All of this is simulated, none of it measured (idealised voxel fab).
Proc. module: voxel wiring stack
FYI the section here is cut, 250 nm wide, cells are 5 nm squares.
Square cells in a grid make up a cross-section in this document, and the grid is given as bands, listed from the top down, each one or more rows of cells.
Per band: top height and bottom height in nm, followed by the left-to-right materials and their widths in nm; "all across" marks a single material spanning edge to edge, "blank" marks empty space.
Convention: height 0 is the level below which the wafer, as received, is all one material. The lowest band does not terminate at the bottom but continues downward, represented as "0 -> down".
Width "30 to 40": first value at the band's top row of cells, second value at its bottom row, equal change from row to row.
You'll sometimes find "remained unchanged" written for a step, and that's the way of saying that nowhere in the cross-section did a cell change during that step.
Reported under the label "Sealed void listing" are the empty spaces having no open way to the top and comprising 8 cells or more; the notation for each is width x height at distance, in which the distance is measured from the left edge and all three values are in nm.
Post-settings text on a step line: simulator's own remark regarding the step.
A step line may carry the setting "overlay nm", which, for steps involving a mask, states the distance by which the mask lay to the right of its intended position; negative values denote displacement to the left.

LISTED BELOW ARE THE PROCESS STEPS AS PLANNED
1,RECEIVE, material Si
2,CONFORMAL_DEP, material SiO2, thk nm 10
3,CONFORMAL_DEP, material SiCN, thk nm 5
4,DIRECTIONAL_DEP, material SiO2, thk nm 15
5,DIRECTIONAL_DEP, material aC, thk nm 10
6,PATTERN, tone open, mask id METAL_1, material resist, width nm 20, pitch nm 35, thk nm 25, overlay nm 0
7,DIRECTIONAL_ETCH, etch materials aC, depth nm 10
8,STRIP, etch materials resist
9,DIRECTIONAL_ETCH, etch materials SiO2, depth nm 15
10,DIRECTIONAL_ETCH, etch materials SiCN, depth nm 5
11,STRIP, etch materials aC
12,CONFORMAL_DEP, material TiN, thk nm 5
13,FILL_DEP, material Cu, thk nm 10
14,CMP, height nm 30
15,EPI, material Ru, thk nm 5
16,FILL_DEP, material SiCN, thk nm 5
17,DIRECTIONAL_DEP, material SiO2, thk nm 15
18,DIRECTIONAL_DEP, material aC, thk nm 10
19,PATTERN, tone open, mask id PLUG_1, material resist, width nm 15, pitch nm 70, thk nm 25, overlay nm 0
20,DIRECTIONAL_ETCH, etch materials aC, depth nm 10
21,STRIP, etch materials resist
22,DIRECTIONAL_ETCH, etch materials SiO2, depth nm 15
23,DIRECTIONAL_ETCH, etch materials SiCN, depth nm 5
24,STRIP, etch materials aC
25,CONFORMAL_DEP, material TiN, thk nm 5
26,FILL_DEP, material W, thk nm 5
27,CMP, height nm 55
28,DIRECTIONAL_DEP, material TiN, thk nm 5
29,DIRECTIONAL_DEP, material W, thk nm 25
30,MASKED_ETCH, tone cover, mask id METAL_2, width nm 20, pitch nm 35, etch materials W, depth nm 25, overlay nm 0
31,MASKED_ETCH, tone cover, mask id METAL_2, width nm 20, pitch nm 35, etch materials TiN, depth nm 5, overlay nm 0
32,CONFORMAL_DEP, material SiN, thk nm 5
33,FILL_DEP, material SiO2, thk nm 5
34,CMP, height nm 85
35,CONFORMAL_DEP, material SiCN, thk nm 5
36,DIRECTIONAL_DEP, material lowk, thk nm 25
37,DIRECTIONAL_DEP, material aC, thk nm 10
38,PATTERN, tone open, mask id METAL_3, material resist, width nm 20, pitch nm 35, thk nm 25, overlay nm 0
39,DIRECTIONAL_ETCH, etch materials aC, depth nm 10
40,STRIP, etch materials resist
41,DIRECTIONAL_ETCH, etch materials lowk, depth nm 15
42,STRIP, etch materials aC
43,PATTERN, tone open, mask id METAL_3_HOLES, material resist, width nm 15, pitch nm 35, thk nm 20, overlay nm 0
44,DIRECTIONAL_ETCH, etch materials lowk, depth nm 10
45,DIRECTIONAL_ETCH, etch materials SiCN, depth nm 5
46,STRIP, etch materials resist
47,CONFORMAL_DEP, material TiN, thk nm 5
48,FILL_DEP, material Cu, thk nm 10
49,CMP, height nm 115
50,CONFORMAL_DEP, material SiN, thk nm 5

HERE'S WHAT THE WAFER LOOKED LIKE IN CROSS-SECTION WHEN IT ARRIVED - THAT'S AFTER STEP 1
	0 -> down: Si all across
	Sealed void listing: none

A WAFER AT THE END: THIS START, THIS PLAN, ONE MISTAKE
	120 -> 115: SiN all across
	115 -> 105: 80 nm lowk, 5 nm TiN, 10 nm Cu, 5 nm TiN, 15 nm lowk, 5 nm TiN, 10 nm Cu, 5 nm TiN, 15 nm lowk, 5 nm TiN, 10 nm Cu, 5 nm TiN, 80 nm lowk
	105 -> 100: 80 nm lowk, 5 nm TiN, 5 nm Cu, 10 nm TiN, 15 nm lowk, 5 nm TiN, 5 nm Cu, 10 nm TiN, 15 nm lowk, 5 nm TiN, 5 nm Cu, 10 nm TiN, 80 nm lowk
	100 -> 90: 80 nm lowk, 5 nm TiN, 5 nm Cu, 5 nm TiN, 20 nm lowk, 5 nm TiN, 5 nm Cu, 5 nm TiN, 20 nm lowk, 5 nm TiN, 5 nm Cu, 5 nm TiN, 85 nm lowk
	90 -> 85: 80 nm SiCN, 15 nm TiN, 20 nm SiCN, 15 nm TiN, 20 nm SiCN, 15 nm TiN, 85 nm SiCN
	85 -> 80: 80 nm SiN, 20 nm TiN, 15 nm SiN, 20 nm TiN, 15 nm SiN, 20 nm TiN, 80 nm SiN
	80 -> 55: W all across
	55 -> 40: 80 nm SiO2, 5 nm TiN, 5 nm W, 5 nm TiN, 55 nm SiO2, 5 nm TiN, 5 nm W, 5 nm TiN, 85 nm SiO2
	40 -> 35: 80 nm SiCN, 15 nm TiN, 55 nm SiCN, 15 nm TiN, 85 nm SiCN
	35 -> 30: 75 nm SiCN, 30 nm Ru, 5 nm SiCN, 30 nm Ru, 5 nm SiCN, 30 nm Ru, 75 nm SiCN
	30 -> 15: 80 nm SiO2, 5 nm TiN, 10 nm Cu, 5 nm TiN, 15 nm SiO2, 5 nm TiN, 10 nm Cu, 5 nm TiN, 15 nm SiO2, 5 nm TiN, 10 nm Cu, 5 nm TiN, 80 nm SiO2
	15 -> 10: 80 nm SiCN, 20 nm TiN, 15 nm SiCN, 20 nm TiN, 15 nm SiCN, 20 nm TiN, 80 nm SiCN
	10 -> 0: SiO2 all across
	0 -> down: Si all across
	Sealed void listing: none
Here's what went sideways: steps 28 and 29 of the plan were each performed in the slot designated for the other
